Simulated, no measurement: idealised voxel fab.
process module | voxel released beams
cross-section cut | 205 nm wide | cells 5 nm
A cross-section is a grid of square cells, given in bands from the top down. A band is one or more rows of cells.
Each band's line starts with the height of the band's top and of its bottom, in nm. Then come its materials from left to right, each with its width in nm. One material with "throughout" fills the band from edge to edge. "air" is empty space.
Height 0 is the level under which the wafer as received is all one material. The lowest band goes on downwards, as in "0 down".
A width such as "30 to 40" changes by the same amount from each row of cells to the next, from the band's top row to its bottom row.
"no change" after a step means that no cell of the cross-section changed.
closed voids: empty space of 8 cells or more with no open way to the top, each as width x height at its distance from the left edge, in nm
after a step's settings: what the simulator itself notes on the step
overlay nm, on a step with a mask: how far to the right of its planned place the mask lay; to the left if negative
plan
1 op RECEIVE | material Si
2 op CONFORMAL_DEP | material SiN | thk nm 10
3 op DIRECTIONAL_DEP | material SiO2 | thk nm 15
4 op DIRECTIONAL_DEP | material aC | thk nm 10
5 op PATTERN | tone open | mask id ANCHOR | material resist | width nm 35 | thk nm 25 | overlay nm 0
6 op DIRECTIONAL_ETCH | etch materials aC | depth nm 10
7 op STRIP | etch materials resist
8 op DIRECTIONAL_ETCH | etch materials SiO2 | depth nm 15
9 op STRIP | etch materials aC
10 op CONFORMAL_DEP | material TiN | thk nm 15
11 op MASKED_ETCH | tone cover | mask id BEAM | width nm 80 | etch materials TiN | depth nm 15 | overlay nm 0
12 op STRIP | etch materials SiO2
as received, after step 1
  0 down: Si throughout
  closed voids: none
first wafer at the end, as planned
  40 to 25: air 60 | TiN 20 | air 5 | TiN 55 | air 65
  25 to 10: air 65 | TiN 35 | air 105
  10 to 0: SiN throughout
  0 down: Si throughout
  closed voids: none
second wafer at the end: like start, like plan, one mistake
  40 to 25: air 60 | TiN 55 | air 90
  25 to 10: air 50 | TiN 15 | SiO2 35 | TiN 40 | air 65
  10 to 0: SiN throughout
  0 down: Si throughout
  closed voids: none
what went wrong: step 5 ran as: op PATTERN | tone cover | mask id ANCHOR | material resist | width nm 35 | thk nm 25 | overlay nm 0
at the end the second wafer has, in cells: 21 more of SiO2
